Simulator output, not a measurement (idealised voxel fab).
This section sets out a process module, namely voxel self aligned vias.
Cross-sectional view cut (width: 260 nm; square cell size: 5 nm).
Square cells in a grid make up a cross-section in this document, and the grid is given as bands, listed from the top down, each one or more rows of cells. Each band's line starts with the height of the band's top and of its bottom, in nm. Then come its materials from left to right, each with its width in nm. One material with "full width" fills the band from edge to edge. "empty" is empty space. A quick word on heights: they are counted from 0, and under that level the wafer as it came to us is one material throughout. The lowest band is different from the rest in having no bottom; it simply continues downward, written as in "0..down". A width such as "30->40" changes by the same amount from each row of cells to the next, from the band's top row to its bottom row. Reading "nothing different" for a step: not a cell of the cross-section changed in it. "Closed void catalog": sealed empty spaces, 8 cells or more, no open way to top, listed width x height at distance, with distance from the left edge and width, height and distance in nm. after a step's settings: what the simulator itself notes on the step. overlay nm: mask right of planned place by this much (step with mask). Neg. = left.

Planned step list for the process
1 RECEIVE: material Si
2 CONFORMAL_DEP: material SiO2, thk nm 10
3 CONFORMAL_DEP: material SiCN, thk nm 5
4 DIRECTIONAL_DEP: material lowk, thk nm 30
5 MASKED_ETCH: tone open, mask id LINES, width nm 30, pitch nm 70, etch materials lowk, depth nm 30, overlay nm 0
6 CONFORMAL_DEP: material TiN, thk nm 5
7 FILL_DEP: material Ru, thk nm 5
8 CMP: height nm 45
9 SELECTIVE_ETCH: etch materials W Ru TiN, depth nm 10
10 FILL_DEP: material SiN, thk nm 5
11 CMP: height nm 45
12 DIRECTIONAL_DEP: material lowk, thk nm 15
13 MASKED_ETCH: tone open, mask id VIAS, width nm 50, pitch nm 140, etch materials lowk, depth nm 15, overlay nm 0
14 MASKED_ETCH: tone open, mask id VIAS, width nm 50, pitch nm 140, etch materials SiN, depth nm 10, overlay nm 0
15 CONFORMAL_DEP: material TiN, thk nm 5
16 FILL_DEP: material Ru, thk nm 10
17 CMP: height nm 60
18 CONFORMAL_DEP: material SiCN, thk nm 5

As received (post step 1): cross-section
> 0..down = Si full width
> Closed void catalog: none

A wafer at the end: this start, this plan, one mistake
> 65..60 = SiCN full width
> 60..50 = lowk=35 | TiN=5 | Ru=40 | TiN=5 | lowk=90 | TiN=5 | Ru=40 | TiN=5 | lowk=35
> 50..45 = lowk=35 | TiN=15 | Ru=25 | TiN=10 | lowk=90 | TiN=15 | Ru=25 | TiN=10 | lowk=35
> 45..40 = lowk=45 | TiN=5 | Ru=25 | TiN=5 | lowk=35 | SiN=35 | lowk=35 | TiN=5 | Ru=25 | TiN=5 | lowk=40
> 40..35 = lowk=45 | TiN=35 | lowk=35 | SiN=35 | lowk=35 | TiN=35 | lowk=40
> 35..20 = lowk=45 | TiN=5 | Ru=25 | TiN=5 | lowk=35 | TiN=5 | Ru=25 | TiN=5 | lowk=35 | TiN=5 | Ru=25 | TiN=5 | lowk=40
> 20..15 = lowk=45 | TiN=35 | lowk=35 | TiN=35 | lowk=35 | TiN=35 | lowk=40
> 15..10 = SiCN full width
> 10..0 = SiO2 full width
> 0..down = Si full width
> Closed void catalog: none
Against the plan, the run slipped here: step 5 went in with a setting other than planned; the actual run was MASKED_ETCH: tone open, mask id LINES, width nm 35, pitch nm 70, etch materials lowk, depth nm 30, overlay nm 0
